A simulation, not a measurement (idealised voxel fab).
process module | voxel capacitor over wiring
cross-section cut | 255 nm wide | cells 5 nm
A cross-section is a grid of square cells, given in bands from the top down. A band is one or more rows of cells.
Each band's line starts with the height of the band's top and of its bottom, in nm. Then come its materials from left to right, each with its width in nm. One material with "throughout" fills the band from edge to edge. "air" is empty space.
Height 0 is the level under which the wafer as received is all one material. The lowest band goes on downwards, as in "0 down".
A width such as "30 to 40" changes by the same amount from each row of cells to the next, from the band's top row to its bottom row.
"no change" after a step means that no cell of the cross-section changed.
closed voids: empty space of 8 cells or more with no open way to the top, each as width x height at its distance from the left edge, in nm
after a step's settings: what the simulator itself notes on the step
overlay nm, on a step with a mask: how far to the right of its planned place the mask lay; to the left if negative
plan
1 op RECEIVE | material Si
2 op CONFORMAL_DEP | material SiO2 | thk nm 15
3 op CONFORMAL_DEP | material SiN | thk nm 5
4 op DIRECTIONAL_DEP | material lowk | thk nm 25
5 op DIRECTIONAL_DEP | material aC | thk nm 10
6 op PATTERN | tone open | mask id METAL_1 | material resist | width nm 25 | pitch nm 95 | thk nm 25 | overlay nm 0
7 op DIRECTIONAL_ETCH | etch materials aC | depth nm 10
8 op STRIP | etch materials resist
9 op DIRECTIONAL_ETCH | etch materials lowk | depth nm 25
10 op DIRECTIONAL_ETCH | etch materials SiN | depth nm 5
11 op STRIP | etch materials aC
12 op CONFORMAL_DEP | material TiN | thk nm 5
13 op FILL_DEP | material Cu | thk nm 10
14 op CMP | height nm 45
15 op CONFORMAL_DEP | material SiCN | thk nm 5
16 op DIRECTIONAL_DEP | material SiO2 | thk nm 10
17 op PATTERN | tone open | mask id PLUG_1 | material resist | width nm 15 | thk nm 15 | overlay nm 0
18 op DIRECTIONAL_ETCH | etch materials SiO2 | depth nm 10
19 op DIRECTIONAL_ETCH | etch materials SiCN | depth nm 5
20 op STRIP | etch materials resist
21 op CONFORMAL_DEP | material TiN | thk nm 5
22 op FILL_DEP | material W | thk nm 10
23 op CMP | height nm 60
24 op DIRECTIONAL_DEP | material TiN | thk nm 10
25 op DIRECTIONAL_DEP | material SiN | thk nm 5
26 op DIRECTIONAL_DEP | material TiN | thk nm 10
27 op DIRECTIONAL_DEP | material aC | thk nm 10
28 op PATTERN | tone cover | mask id UPPER_PLATE | material resist | width nm 75 | thk nm 25 | overlay nm 0
29 op DIRECTIONAL_ETCH | etch materials aC | depth nm 10
30 op STRIP | etch materials resist
31 op DIRECTIONAL_ETCH | etch materials TiN | depth nm 10
32 op DIRECTIONAL_ETCH | etch materials SiN | depth nm 5
33 op STRIP | etch materials aC
34 op DIRECTIONAL_DEP | material aC | thk nm 15
35 op PATTERN | tone cover | mask id LOWER_PLATE | material resist | width nm 85 | thk nm 30 | overlay nm 0
36 op DIRECTIONAL_ETCH | etch materials aC | depth nm 15
37 op STRIP | etch materials resist
38 op DIRECTIONAL_ETCH | etch materials TiN | depth nm 10
39 op STRIP | etch materials aC
40 op FILL_DEP | material SiO2 | thk nm 15
41 op CMP | height nm 95
42 op DIRECTIONAL_DEP | material aC | thk nm 10
43 op PATTERN | tone open | mask id PLUG_2 | material resist | width nm 15 | thk nm 25 | overlay nm -15
44 op DIRECTIONAL_ETCH | etch materials aC | depth nm 10
45 op STRIP | etch materials resist
46 op DIRECTIONAL_ETCH | etch materials SiO2 | depth nm 10
47 op STRIP | etch materials aC
48 op CONFORMAL_DEP | material TiN | thk nm 5
49 op FILL_DEP | material Cu | thk nm 5
50 op CMP | height nm 95
51 op CONFORMAL_DEP | material SiN | thk nm 5
varied across the wafers: overlay nm of step 43. The plan shows the first wafer's value. All wafers start alike
first wafer as received, after step 1
  0 down: Si throughout
  closed voids: none
first wafer at the end, after step 51
  100 to 95: SiN throughout
  95 to 90: SiO2 70 | TiN 5 | Cu 5 | TiN 5 | SiO2 170
  90 to 85: SiO2 70 | TiN 15 | SiO2 170
  85 to 75: SiO2 75 | TiN 75 | SiO2 105
  75 to 70: SiO2 75 | SiN 75 | SiO2 105
  70 to 60: SiO2 70 | TiN 85 | SiO2 100
  60 to 50: SiO2 75 | TiN 5 | W 5 | TiN 5 | SiO2 165
  50 to 45: SiCN 75 | TiN 15 | SiCN 165
  45 to 20: lowk 65 | TiN 5 | Cu 15 | TiN 5 | lowk 70 | TiN 5 | Cu 15 | TiN 5 | lowk 70
  20 to 15: SiN 65 | TiN 25 | SiN 70 | TiN 25 | SiN 70
  15 to 0: SiO2 throughout
  0 down: Si throughout
  closed voids: none
last wafer at the end
  100 to 95: SiN throughout
  95 to 90: SiO2 100 | TiN 5 | Cu 5 | TiN 5 | SiO2 140
  90 to 85: SiO2 100 | TiN 15 | SiO2 140
  85 to 75: SiO2 75 | TiN 75 | SiO2 105
  75 to 70: SiO2 75 | SiN 75 | SiO2 105
  70 to 60: SiO2 70 | TiN 85 | SiO2 100
  60 to 50: SiO2 75 | TiN 5 | W 5 | TiN 5 | SiO2 165
  50 to 45: SiCN 75 | TiN 15 | SiCN 165
  45 to 20: lowk 65 | TiN 5 | Cu 15 | TiN 5 | lowk 70 | TiN 5 | Cu 15 | TiN 5 | lowk 70
  20 to 15: SiN 65 | TiN 25 | SiN 70 | TiN 25 | SiN 70
  15 to 0: SiO2 throughout
  0 down: Si throughout
  closed voids: none
each wafer at the end: cells of each material gained (+) or lost (-) since it was received, then its closed voids
overlay nm -15 | +31 Cu | +48 SiCN | +107 SiN | +521 SiO2 | +106 TiN | +2 W | +205 lowk | closed voids: none
overlay nm -10 | +31 Cu | +48 SiCN | +107 SiN | +521 SiO2 | +106 TiN | +2 W | +205 lowk | closed voids: none
overlay nm -5 | +31 Cu | +48 SiCN | +107 SiN | +521 SiO2 | +106 TiN | +2 W | +205 lowk | closed voids: none
overlay nm 0 | +31 Cu | +48 SiCN | +107 SiN | +521 SiO2 | +106 TiN | +2 W | +205 lowk | closed voids: none
overlay nm 5 | +31 Cu | +48 SiCN | +107 SiN | +521 SiO2 | +106 TiN | +2 W | +205 lowk | closed voids: none
overlay nm 10 | +31 Cu | +48 SiCN | +107 SiN | +521 SiO2 | +106 TiN | +2 W | +205 lowk | closed voids: none
overlay nm 15 | +31 Cu | +48 SiCN | +107 SiN | +521 SiO2 | +106 TiN | +2 W | +205 lowk | closed voids: none
